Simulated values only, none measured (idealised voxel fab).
Presented below is a process module, voxel capacitor over wiring.
Xsec cut, 235 nm wide, square cell size 5 nm.
Cross-section format: a grid of square cells, given as bands from top to bottom; each band is one or more rows of cells.
Within each band entry, the heights of the top and of the bottom of the band appear first, in that order and in nm; the materials of the band then follow from left to right, each with its corresponding width in nm. The designation "throughout" on a single material indicates that it fills the band from edge to edge; the designation "empty" indicates empty space.
Height reference: 0 = level under which incoming wafer is all one material. Lowest band: no bottom, runs on downward, e.g. "from 0 down".
It should be noted that a width expressed as "30->40" varies in equal increments from row to row of cells within the band, taking the value of the first number at the top row and that of the second number at the bottom row.
Take "no alteration" at face value: in the step it is given for, the cross-section changed in none of its cells.
Entrapped void list: empty space of 8 cells or more with no open way to the top, each as width x height at its distance from the left edge, in nm
Read whatever lies past the settings on a step's line as the simulator's own remark about the step.
"overlay nm" answers the question of how far to the right of plan the mask lay on a step that has a mask, and when it is negative the answer is to the left.

[The following list gives the planned process steps]
1: RECEIVE | material Si
2: CONFORMAL_DEP | material SiO2 | thk nm 10
3: DIRECTIONAL_DEP | material TiN | thk nm 5
4: DIRECTIONAL_DEP | material Ru | thk nm 25
5: MASKED_ETCH | tone cover | mask id METAL_1 | width nm 30 | pitch nm 95 | etch materials Ru | depth nm 25 | overlay nm 0
6: MASKED_ETCH | tone cover | mask id METAL_1 | width nm 30 | pitch nm 95 | etch materials TiN | depth nm 5 | overlay nm 0
7: CONFORMAL_DEP | material SiCN | thk nm 5
8: FILL_DEP | material SiO2 | thk nm 5
9: CMP | height nm 40
10: CONFORMAL_DEP | material SiCN | thk nm 5
11: DIRECTIONAL_DEP | material SiO2 | thk nm 20
12: PATTERN | tone open | mask id PLUG_1 | material resist | width nm 15 | thk nm 20 | overlay nm 0
13: DIRECTIONAL_ETCH | etch materials SiO2 | depth nm 20
14: DIRECTIONAL_ETCH | etch materials SiCN | depth nm 5
15: STRIP | etch materials resist
16: CONFORMAL_DEP | material TiN | thk nm 5
17: FILL_DEP | material W | thk nm 10
18: CMP | height nm 65
19: DIRECTIONAL_DEP | material TiN | thk nm 10
20: DIRECTIONAL_DEP | material Al2O3 | thk nm 5
21: DIRECTIONAL_DEP | material TiN | thk nm 10
22: MASKED_ETCH | tone cover | mask id UPPER_PLATE | width nm 70 | etch materials TiN | depth nm 10 | overlay nm 0
23: MASKED_ETCH | tone cover | mask id UPPER_PLATE | width nm 70 | etch materials Al2O3 | depth nm 5 | overlay nm 0
24: MASKED_ETCH | tone cover | mask id LOWER_PLATE | width nm 80 | etch materials TiN | depth nm 10 | overlay nm 0
25: FILL_DEP | material SiO2 | thk nm 20
26: CMP | height nm 105
27: DIRECTIONAL_DEP | material aC | thk nm 10
28: PATTERN | tone open | mask id PLUG_2 | material resist | width nm 15 | thk nm 30 | overlay nm 0
29: DIRECTIONAL_ETCH | etch materials aC | depth nm 10
30: STRIP | etch materials resist
31: DIRECTIONAL_ETCH | etch materials SiO2 | depth nm 15
32: STRIP | etch materials aC
33: CONFORMAL_DEP | material TiN | thk nm 5
34: FILL_DEP | material Ru | thk nm 5
35: CMP | height nm 105
36: CONFORMAL_DEP | material SiCN | thk nm 5

[Cross-section of the wafer upon arrival, representing the state reached after step 1]
from 0 down: Si throughout
Entrapped void list: none

[End-of-module cross-section. Starting structure and process plan as above; one mistake made in running it]
from 110 to 90: SiCN throughout
from 90 to 80: SiCN (70)  TiN (70)  SiCN (95)
from 80 to 75: SiCN (70)  Al2O3 (70)  SiCN (95)
from 75 to 65: SiCN (65)  TiN (80)  SiCN (90)
from 65 to 45: SiO2 (70)  TiN (5)  W (5)  TiN (5)  SiO2 (150)
from 45 to 40: SiCN (70)  TiN (15)  SiCN (150)
from 40 to 15: SiO2 (50)  SiCN (5)  Ru (30)  SiCN (5)  SiO2 (55)  SiCN (5)  Ru (30)  SiCN (5)  SiO2 (50)
from 15 to 10: SiCN (55)  TiN (30)  SiCN (65)  TiN (30)  SiCN (55)
from 10 to 0: SiO2 throughout
from 0 down: Si throughout
Entrapped void list: none
Here's what went sideways: not per plan at step 25, really ran FILL_DEP | material SiCN | thk nm 20
